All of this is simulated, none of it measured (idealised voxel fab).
process module | voxel released beams
It is cross-section cut that appears here, measuring 220 nm in width, its square cells being 5 nm in size.
For the purposes of this document, a cross-section shall be understood as a grid of square cells, specified as bands listed in top-to-bottom order, each band consisting of one or more rows of cells.
Band: top and bottom heights (nm) first, top before bottom; then materials from left to right, widths in nm. "everywhere" marks a sole material filling the band edge to edge. "air" denotes empty space.
Heights are expressed relative to 0, this being the level below which the as-received wafer comprises one material exclusively. The lowest band is unbounded in the downward direction and is denoted as in "0 down".
Width "30..40": first value at the band's top row of cells, second value at its bottom row, equal change from row to row.
No cell of the cross-section changed in a step that is given as "remained unchanged".
The entry titled "Unvented voids" provides the empty spaces that have no open way to the top, restricted to those of 8 cells or more. Each is presented as width x height at distance, the distance being measured from the left edge, with all three in nm.
Step line, after settings: the simulator's comment on this step.
"overlay nm" denotes, for a step that has a mask, the displacement of the mask to the right of its planned place, with negative values corresponding to the left.
[Planned process steps]
1,op RECEIVE | material Si
2,op CONFORMAL_DEP | material SiN | thk nm 5
3,op DIRECTIONAL_DEP | material SiO2 | thk nm 10
4,op MASKED_ETCH | tone open | mask id ANCHOR | width nm 25 | etch materials SiO2 | depth nm 10 | overlay nm 0
5,op CONFORMAL_DEP | material TiN | thk nm 15
6,op DIRECTIONAL_DEP | material aC | thk nm 10
7,op PATTERN | tone cover | mask id BEAM | material resist | width nm 90 | thk nm 30 | overlay nm 0
8,op DIRECTIONAL_ETCH | etch materials aC | depth nm 10
9,op STRIP | etch materials resist
10,op DIRECTIONAL_ETCH | etch materials TiN | depth nm 15
11,op STRIP | etch materials aC
12,op STRIP | etch materials SiO2
It is noted that the wafers described herein are identical at the outset and are distinguished by the width nm of step 4; the value stated in the plan corresponds to the first wafer.
[So this is the first of several wafers, cross-sectioned as it came to us, meaning it's at the end of step 1]
- 0 down  Si everywhere
- Unvented voids: none
[Shown in cross-section: the first of several wafers at the end of the module, after its last step, step 12]
- 30 to 15  60 of air; 90 of TiN; 70 of air
- 15 to 5  70 of air; 25 of TiN; 125 of air
- 5 to 0  SiN everywhere
- 0 down  Si everywhere
- Unvented voids: none
[Final wafer of several, shown in cross-section at the end of the module]
- 30 to 20  60 of air; 15 of TiN; 20 of air; 55 of TiN; 70 of air
- 20 to 15  60 of air; 90 of TiN; 70 of air
- 15 to 5  60 of air; 50 of TiN; 110 of air
- 5 to 0  SiN everywhere
- 0 down  Si everywhere
- Unvented voids: none
[Every row in this table is a wafer at the end of the module, and it gives, for each of the materials, the cells that wafer has gained (+) or lost (-) since it was received, then its closed voids]
width nm 25 | +44 SiN | +64 TiN | Unvented voids: none
width nm 30 | +44 SiN | +66 TiN | Unvented voids: none
width nm 35 | +44 SiN | +66 TiN | Unvented voids: none
width nm 40 | +44 SiN | +66 TiN | Unvented voids: none
width nm 45 | +44 SiN | +66 TiN | Unvented voids: none
width nm 50 | +44 SiN | +66 TiN | Unvented voids: none
